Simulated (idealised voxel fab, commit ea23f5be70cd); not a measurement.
The name of this process module is voxel double patterning.
The cross-section shown here is cut; it is 220 nm wide and divided into square cells measuring 5 nm on a side.
Reading order for cross-sections: top band down to bottom band. Underlying form: a grid of square cells. Band size: one or more rows of cells.
Quick guide to a band line: top height, bottom height (nm) up front; then every material left to right with its width in nm. Only one material and it's marked "full width"? Then it fills the band edge to edge. And "empty" just means empty space.
The level at which height equals 0 is the one under which the wafer, as it arrives, is entirely one material. No lower edge exists for the bottom band, which continues downward and is notated as in "from 0 down".
The expression "30..40" gives the width at the extremes of the band, the first number at its top row of cells and the second at its bottom row, with the width changing by equal amounts from each row to the next in between.
Step marked "changes: none"? Then no cell in the cross-section changed in it.
Look at "Closed cavities" for the closed voids: empty spaces with no open path to the top, sized 8 cells or up. Each is width x height at distance, distance from the left edge, all nm.
What comes after the settings on a step's line is commentary from the simulator itself on that step.
The "overlay nm" setting may appear on a step's line; for a step that uses a mask, it gives how far to the right of its planned position the mask lay, and a negative value indicates the left.

**Process steps foreseen in the plan**
1 RECEIVE, material Si
2 CONFORMAL_DEP, material SiO2, thk nm 10
3 DIRECTIONAL_DEP, material TiN, thk nm 20
4 DIRECTIONAL_DEP, material SiCN, thk nm 5
5 MASKED_ETCH, tone open, mask id FIRST, width nm 15, pitch nm 50, etch materials SiCN, depth nm 5, overlay nm 0
6 DIRECTIONAL_DEP, material aC, thk nm 15
7 PATTERN, tone open, mask id SECOND, material resist, width nm 15, pitch nm 50, thk nm 35, overlay nm 0
8 DIRECTIONAL_ETCH, etch materials aC, depth nm 15
9 STRIP, etch materials resist
10 DIRECTIONAL_ETCH, etch materials SiCN, depth nm 5
11 STRIP, etch materials aC
12 DIRECTIONAL_ETCH, etch materials TiN, depth nm 20
13 STRIP, etch materials SiCN

**So this is the incoming wafer in cross-section - it's already been through step 1**
    from 0 down: Si full width
    Closed cavities: none

**Cross-section, first of two wafers, end of module, run as planned**
    from 30 to 10: 50 nm TiN; 15 nm empty; 10 nm TiN; 15 nm empty; 10 nm TiN; 15 nm empty; 10 nm TiN; 15 nm empty; 10 nm TiN; 15 nm empty; 55 nm TiN
    from 10 to 0: SiO2 full width
    from 0 down: Si full width
    Closed cavities: none

**Cross-sectional image of the second wafer of the two following completion of the module. Starting state and process plan were the same as for the first wafer; one execution error occurred**
    from 30 to 10: 75 nm empty; 15 nm TiN; 35 nm empty; 15 nm TiN; 80 nm empty
    from 10 to 0: SiO2 full width
    from 0 down: Si full width
    Closed cavities: none
What was the processing mistake? for step 7, the planned setting was not used; the step was instead run as PATTERN, tone cover, mask id SECOND, material resist, width nm 15, pitch nm 50, thk nm 35, overlay nm 0
It is noted that, at the conclusion of processing, the second wafer exhibits a higher or lower cell count for certain materials relative to the first: TiN: 92 fewer
